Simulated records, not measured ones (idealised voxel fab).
Module name: voxel capacitor over wiring (process module)
Cross-section cut: width 170 nm, square cells of 5 nm.
We lay out every cross-section as a grid of square cells and spell it out in bands from the top down, where one band means one or more rows of cells.
For a band, the entry starts with two heights in nm, that of the top and then that of the bottom, and carries on with the band's materials in order from left to right, each alongside its width in nm; the word "everywhere" beside a single material means it fills the band edge to edge, and "blank" means empty space.
Beneath 0, the wafer as received is one material, and that level is where height counting begins. The lowest band goes on downward without a bottom; it is written like "top 0, no bottom".
The expression "30 to 40" gives the width at the extremes of the band, the first number at its top row of cells and the second at its bottom row, with the width changing by equal amounts from each row to the next in between.
Where the words "remained unchanged" appear for a step, the cross-section shows no cell changed by that step; every cell remained as before.
If an empty space has no open way to the top and is at least 8 cells in size, "Closed void inventory" lists it, written width x height at distance, where distance is measured from the left edge and every value is in nm.
Step line, after settings: the simulator's comment on this step.
overlay nm: right-of-plan distance of the mask on a masked step; negative values mean left-of-plan.

The planned process steps are enumerated hereunder
| 1 | RECEIVE | material Si |
| 2 | CONFORMAL_DEP | material SiO2 | thk nm 10 |
| 3 | CONFORMAL_DEP | material SiN | thk nm 5 |
| 4 | DIRECTIONAL_DEP | material SiO2 | thk nm 15 |
| 5 | PATTERN | tone open | mask id METAL_1 | material resist | width nm 30 | pitch nm 95 | thk nm 15 | overlay nm 0 |
| 6 | DIRECTIONAL_ETCH | etch materials SiO2 | depth nm 15 |
| 7 | DIRECTIONAL_ETCH | etch materials SiN | depth nm 5 |
| 8 | STRIP | etch materials resist |
| 9 | CONFORMAL_DEP | material TiN | thk nm 5 |
| 10 | FILL_DEP | material Cu | thk nm 5 |
| 11 | CMP | height nm 30 |
| 12 | CONFORMAL_DEP | material SiCN | thk nm 5 |
| 13 | DIRECTIONAL_DEP | material SiO2 | thk nm 10 |
| 14 | DIRECTIONAL_DEP | material aC | thk nm 10 |
| 15 | PATTERN | tone open | mask id PLUG_1 | material resist | width nm 15 | thk nm 25 | overlay nm 0 |
| 16 | DIRECTIONAL_ETCH | etch materials aC | depth nm 10 |
| 17 | STRIP | etch materials resist |
| 18 | DIRECTIONAL_ETCH | etch materials SiO2 | depth nm 10 |
| 19 | DIRECTIONAL_ETCH | etch materials SiCN | depth nm 5 |
| 20 | STRIP | etch materials aC |
| 21 | CONFORMAL_DEP | material TiN | thk nm 5 |
| 22 | FILL_DEP | material Ru | thk nm 5 |
| 23 | CMP | height nm 45 |
| 24 | DIRECTIONAL_DEP | material TiN | thk nm 10 |
| 25 | DIRECTIONAL_DEP | material HfO2 | thk nm 5 |
| 26 | DIRECTIONAL_DEP | material TiN | thk nm 10 |
| 27 | MASKED_ETCH | tone cover | mask id UPPER_PLATE | width nm 70 | etch materials TiN | depth nm 10 | overlay nm 0 |
| 28 | MASKED_ETCH | tone cover | mask id UPPER_PLATE | width nm 70 | etch materials HfO2 | depth nm 5 | overlay nm 0 |
| 29 | DIRECTIONAL_DEP | material aC | thk nm 15 |
| 30 | PATTERN | tone cover | mask id LOWER_PLATE | material resist | width nm 80 | thk nm 30 | overlay nm 0 |
| 31 | DIRECTIONAL_ETCH | etch materials aC | depth nm 15 |
| 32 | STRIP | etch materials resist |
| 33 | DIRECTIONAL_ETCH | etch materials TiN | depth nm 10 |
| 34 | STRIP | etch materials aC |
| 35 | FILL_DEP | material SiO2 | thk nm 15 |
| 36 | CMP | height nm 80 |
| 37 | PATTERN | tone open | mask id PLUG_2 | material resist | width nm 15 | thk nm 15 | overlay nm 0 |
| 38 | DIRECTIONAL_ETCH | etch materials SiO2 | depth nm 10 |
| 39 | STRIP | etch materials resist |
| 40 | CONFORMAL_DEP | material TiN | thk nm 5 |
| 41 | FILL_DEP | material Ru | thk nm 10 |
| 42 | CMP | height nm 80 |
| 43 | CONFORMAL_DEP | material SiCN | thk nm 5 |

This is the cross-section of the wafer as we received it, i.e. after step 1
top 0, no bottom | Si everywhere
Closed void inventory: none

As-planned run: cross-section of the first of two wafers at end of module
top 85, bottom 80 | SiCN everywhere
top 80, bottom 75 | 45 of SiO2, 5 of TiN, 5 of Ru, 5 of TiN, 110 of SiO2
top 75, bottom 70 | 45 of SiO2, 15 of TiN, 110 of SiO2
top 70, bottom 60 | 35 of SiO2, 70 of TiN, 65 of SiO2
top 60, bottom 55 | 35 of SiO2, 70 of HfO2, 65 of SiO2
top 55, bottom 45 | 30 of SiO2, 80 of TiN, 60 of SiO2
top 45, bottom 35 | 35 of SiO2, 5 of TiN, 5 of Ru, 5 of TiN, 120 of SiO2
top 35, bottom 30 | 35 of SiCN, 15 of TiN, 120 of SiCN
top 30, bottom 15 | 20 of SiO2, 5 of TiN, 20 of Cu, 5 of TiN, 65 of SiO2, 5 of TiN, 20 of Cu, 5 of TiN, 25 of SiO2
top 15, bottom 10 | 20 of SiN, 30 of TiN, 65 of SiN, 30 of TiN, 25 of SiN
top 10, bottom 0 | SiO2 everywhere
top 0, no bottom | Si everywhere
Closed void inventory: none

Second wafer of the two, sectioned at the end of the module. It began like the first and followed the same plan, but one mistake was made while running it
top 85, bottom 80 | SiCN everywhere
top 80, bottom 75 | 45 of SiO2, 15 of TiN, 110 of SiO2
top 75, bottom 65 | 35 of SiO2, 70 of TiN, 65 of SiO2
top 65, bottom 60 | 35 of SiO2, 70 of HfO2, 65 of SiO2
top 60, bottom 50 | 30 of SiO2, 80 of TiN, 60 of SiO2
top 50, bottom 45 | 40 of TiN, 5 of Ru, 125 of TiN
top 45, bottom 35 | 35 of SiO2, 5 of TiN, 5 of Ru, 5 of TiN, 120 of SiO2
top 35, bottom 30 | 35 of SiCN, 15 of TiN, 120 of SiCN
top 30, bottom 15 | 20 of SiO2, 5 of TiN, 20 of Cu, 5 of TiN, 65 of SiO2, 5 of TiN, 20 of Cu, 5 of TiN, 25 of SiO2
top 15, bottom 10 | 20 of SiN, 30 of TiN, 65 of SiN, 30 of TiN, 25 of SiN
top 10, bottom 0 | SiO2 everywhere
top 0, no bottom | Si everywhere
Closed void inventory: none
Misprocessing identified: step 23 went in with a setting other than planned; the actual run was CMP | height nm 50
Final wafer comparison in cells, second versus first, more or fewer per material: -31 SiO2, +31 TiN
